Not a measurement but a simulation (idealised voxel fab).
Process module under the name voxel plated lines
Cross-sectional view cut (width: 195 nm; square cell size: 5 nm).
When this document writes out a cross-section, it uses a grid of square cells and lists it as bands, beginning at the top and moving down, with a band standing for one or more rows of cells. What a band's entry tells you: where the top is and where the bottom is, as heights in nm, and after that what lies inside, material by material from left to right, each with its width in nm. Empty space is written as the word "air", and a single material marked with the word "everywhere" occupies the band from edge to edge. Measure heights from 0. That's the level where, below it, the as-received wafer is all one material. The lowest band is bottomless and extends downward; write it as in "0..down". Width "30->40": first value at the band's top row of cells, second value at its bottom row, equal change from row to row. For the purposes of this document, the phrase "left unchanged" attached to a step denotes that no cell within the cross-section was modified by that step. "Closed internal cavities": sealed empty spaces, 8 cells or more, no open way to top, listed width x height at distance, with distance from the left edge and width, height and distance in nm. Past the settings on a step's line: simulator remark, on that step. The line of a step may include "overlay nm". On a step with a mask, this value is how far to the right of its planned place the mask lay. A negative value means the mask lay to the left.
-- Process steps (planned)
1. RECEIVE,material Si
2. CONFORMAL_DEP,material SiN,thk nm 10
3. DIRECTIONAL_DEP,material TiN,thk nm 5
4. PATTERN,tone open,mask id LINES,material resist,width nm 15,pitch nm 35,thk nm 35,overlay nm 0
5. EPI,material Ru,thk nm 10
6. EPI,material Ru,thk nm 5
7. EPI,material Ru,thk nm 10
8. STRIP,etch materials resist
9. DIRECTIONAL_ETCH,etch materials TiN,depth nm 5
10. CONFORMAL_DEP,material SiCN,thk nm 5
-- Incoming wafer in cross-section (state: after step 1)
  0..down = Si everywhere
  Closed internal cavities: none
-- Post-module cross-section: identical start and plan to those above, one misstep in execution
  45..40 = SiCN: 75; air: 5; SiCN: 30; air: 5; SiCN: 80
  40..15 = Ru: 70; SiCN: 5; air: 5; SiCN: 5; Ru: 20; SiCN: 5; air: 5; SiCN: 5; Ru: 75
  15..10 = TiN: 70; SiCN: 15; TiN: 20; SiCN: 15; TiN: 75
  10..0 = SiN everywhere
  0..down = Si everywhere
  Closed internal cavities: none
Plan not followed: it should be noted that step 4 was executed with settings other than those planned, the operation and settings actually applied being PATTERN,tone cover,mask id LINES,material resist,width nm 15,pitch nm 35,thk nm 35,overlay nm 0
